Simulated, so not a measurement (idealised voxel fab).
process module | voxel self aligned contacts
cross-section cut | 295 nm wide | cells 5 nm
A cross-section is a grid of square cells, given in bands from the top down. A band is one or more rows of cells.
Each band's line starts with the height of the band's top and of its bottom, in nm. Then come its materials from left to right, each with its width in nm. One material with "throughout" fills the band from edge to edge. "air" is empty space.
Height 0 is the level under which the wafer as received is all one material. The lowest band goes on downwards, as in "0 down".
A width such as "30 to 40" changes by the same amount from each row of cells to the next, from the band's top row to its bottom row.
"no change" after a step means that no cell of the cross-section changed.
closed voids: empty space of 8 cells or more with no open way to the top, each as width x height at its distance from the left edge, in nm
after a step's settings: what the simulator itself notes on the step
overlay nm, on a step with a mask: how far to the right of its planned place the mask lay; to the left if negative
plan
1 op RECEIVE | material Si
2 op OXIDIZE | depth nm 5
3 op DIRECTIONAL_DEP | material polySi | thk nm 30
4 op DIRECTIONAL_DEP | material SiN | thk nm 20
5 op DIRECTIONAL_DEP | material aC | thk nm 10
6 op PATTERN | tone cover | mask id GATE | material resist | width nm 25 | pitch nm 50 | thk nm 25 | overlay nm 0
7 op DIRECTIONAL_ETCH | etch materials aC | depth nm 10
8 op STRIP | etch materials resist
9 op DIRECTIONAL_ETCH | etch materials SiN | depth nm 10
10 op DIRECTIONAL_ETCH | etch materials polySi | depth nm 30
11 op STRIP | etch materials aC
12 op CONFORMAL_DEP | material SiN | thk nm 5
13 op DIRECTIONAL_ETCH | etch materials SiN | depth nm 5
14 op FILL_DEP | material SiO2 | thk nm 15
15 op CMP | height nm 60
16 op DIRECTIONAL_DEP | material aC | thk nm 15
17 op PATTERN | tone open | mask id CONTACT | material resist | width nm 35 | pitch nm 50 | thk nm 30 | overlay nm 0
18 op DIRECTIONAL_ETCH | etch materials aC | depth nm 15
19 op STRIP | etch materials resist
20 op DIRECTIONAL_ETCH | etch materials SiO2 | depth nm 65
21 op STRIP | etch materials aC
22 op CONFORMAL_DEP | material TiN | thk nm 5
23 op FILL_DEP | material Ru | thk nm 5
24 op CMP | height nm 60
25 op CONFORMAL_DEP | material SiN | thk nm 5
varied across the wafers: depth nm of step 9. The plan shows the first wafer's value. All wafers start alike
first wafer as received, after step 1
  0 down: Si throughout
  closed voids: none
first wafer at the end, after step 25
  65 to 60: SiN throughout
  60 to 50: SiO2 105 | TiN 5 to 15 | Ru 25 to 5 | TiN 5 to 15 | SiO2 15 | TiN 5 to 15 | Ru 25 to 5 | TiN 5 to 15 | SiO2 105
  50 to 45: SiO2 80 | SiN 35 | TiN 5 | Ru 5 | TiN 5 | SiN 35 | TiN 5 | Ru 5 | TiN 5 | SiN 35 | SiO2 80
  45 to 40: SiO2 80 | SiN 35 | TiN 15 | SiN 35 | TiN 15 | SiN 35 | SiO2 80
  40 to 30: SiN throughout
  30 to 0: polySi throughout
  0 to -5: SiO2 throughout
  -5 down: Si throughout
  closed voids: none
last wafer at the end
  65 to 60: SiN throughout
  60 to 50: SiO2 105 | TiN 5 to 15 | Ru 25 to 5 | TiN 5 to 15 | SiO2 15 | TiN 5 to 15 | Ru 25 to 5 | TiN 5 to 15 | SiO2 105
  50 to 30: SiO2 80 | SiN 35 | TiN 5 | Ru 5 | TiN 5 | SiN 35 | TiN 5 | Ru 5 | TiN 5 | SiN 35 | SiO2 80
  30 to 0: SiO2 80 | SiN 5 | polySi 25 | SiN 5 | TiN 5 | Ru 5 | TiN 5 | SiN 5 | polySi 25 | SiN 5 | TiN 5 | Ru 5 | TiN 5 | SiN 5 | polySi 25 | SiN 5 | SiO2 80
  0 to -5: SiO2 115 | TiN 15 | SiO2 35 | TiN 15 | SiO2 115
  -5 down: Si throughout
  closed voids: none
each wafer at the end: cells of each material gained (+) or lost (-) since it was received, then its closed voids
depth nm 10 | +14 Ru | -59 Si | +219 SiN | +213 SiO2 | +26 TiN | +354 polySi | closed voids: none
depth nm 15 | +16 Ru | -59 Si | +181 SiN | +245 SiO2 | +30 TiN | +354 polySi | closed voids: none
depth nm 20 | +32 Ru | -59 Si | +179 SiN | +463 SiO2 | +62 TiN | +90 polySi | closed voids: none
depth nm 25 | +32 Ru | -59 Si | +179 SiN | +463 SiO2 | +62 TiN | +90 polySi | closed voids: none
depth nm 30 | +32 Ru | -59 Si | +179 SiN | +463 SiO2 | +62 TiN | +90 polySi | closed voids: none
depth nm 35 | +32 Ru | -59 Si | +179 SiN | +463 SiO2 | +62 TiN | +90 polySi | closed voids: none
